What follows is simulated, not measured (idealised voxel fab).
The name of this process module is voxel ribs on slabs.
FYI the section here is cut, 145 nm wide, cells are 5 nm squares.
A cross-section is a grid of square cells, given in bands from the top down. A band is one or more rows of cells. Band entry format. Leading values: height of top, height of bottom, nm. Remainder: materials in left-to-right order, each with its width in nm. Special words: "throughout" on a single material, which then fills the band edge to edge; "blank", empty space. Heads up on the height convention: 0 is the point under which the incoming wafer is all one material, and the lowest band has no bottom, it just keeps going down, like "0..down". A two-number width, for instance "30 to 40", indicates that the width is equal to the first number in the top row of the band and to the second number in the bottom row, and that it changes by a constant amount per row of cells. Step note "identical to before" = no cross-section cell changed. "Closed-off voids" lists enclosed empty spaces (at least 8 cells, no open path upward to the top), each as width x height at distance from the left edge, in nm. after a step's settings: what the simulator itself notes on the step. The setting "overlay nm" may be written on the line of a step. When the step uses a mask, the value reports how far to the right of the planned place the mask lay, and a negative value reports that it lay to the left.
The steps planned for the process are as follows:
1. RECEIVE | material Si
2. DIRECTIONAL_DEP | material SiO2 | thk nm 25
3. DIRECTIONAL_DEP | material polySi | thk nm 25
4. PATTERN | tone cover | mask id RIB | material resist | width nm 20 | thk nm 15 | overlay nm 0
5. DIRECTIONAL_ETCH | etch materials polySi | depth nm 15
6. STRIP | etch materials resist
7. MASKED_ETCH | tone cover | mask id SLAB | width nm 70 | etch materials polySi | depth nm 10 | overlay nm 0
8. FILL_DEP | material SiO2 | thk nm 15
9. CMP | height nm 60
10. DIRECTIONAL_DEP | material TiN | thk nm 5
11. PATTERN | tone cover | mask id HEATER | material resist | width nm 30 | thk nm 20 | overlay nm 0
12. DIRECTIONAL_ETCH | etch materials TiN | depth nm 5
13. STRIP | etch materials resist
14. CONFORMAL_DEP | material SiN | thk nm 5
Don't read the plan's width nm for step 7 as applying to every wafer: that's the first wafer's value, and the wafers differ in it, though they all start identical.
First of several wafers, received after step 1, in cross-section:
	0..down = Si throughout
	Closed-off voids: none
Once step 14, the last step, is complete, the module is at its end; this is the cross-section of the first of several wafers:
	70..65 = blank (50); SiN (40); blank (55)
	65..60 = SiN (55); TiN (30); SiN (60)
	60..50 = SiO2 throughout
	50..35 = SiO2 (60); polySi (20); SiO2 (65)
	35..25 = SiO2 (35); polySi (70); SiO2 (40)
	25..0 = SiO2 throughout
	0..down = Si throughout
	Closed-off voids: none
The last wafer as seen in cross-section at the end of the module:
	70..65 = blank (50); SiN (40); blank (55)
	65..60 = SiN (55); TiN (30); SiN (60)
	60..50 = SiO2 throughout
	50..35 = SiO2 (60); polySi (20); SiO2 (65)
	35..25 = SiO2 (25); polySi (95); SiO2 (25)
	25..0 = SiO2 throughout
	0..down = Si throughout
	Closed-off voids: none
Per wafer, end of module: cells gained (+) or lost (-) per material since receipt, then closed voids:
width nm 70, +31 SiN, +308 SiO2, +6 TiN, +40 polySi, Closed-off voids: none
width nm 75, +31 SiN, +306 SiO2, +6 TiN, +42 polySi, Closed-off voids: none
width nm 80, +31 SiN, +304 SiO2, +6 TiN, +44 polySi, Closed-off voids: none
width nm 85, +31 SiN, +302 SiO2, +6 TiN, +46 polySi, Closed-off voids: none
width nm 90, +31 SiN, +300 SiO2, +6 TiN, +48 polySi, Closed-off voids: none
width nm 95, +31 SiN, +298 SiO2, +6 TiN, +50 polySi, Closed-off voids: none
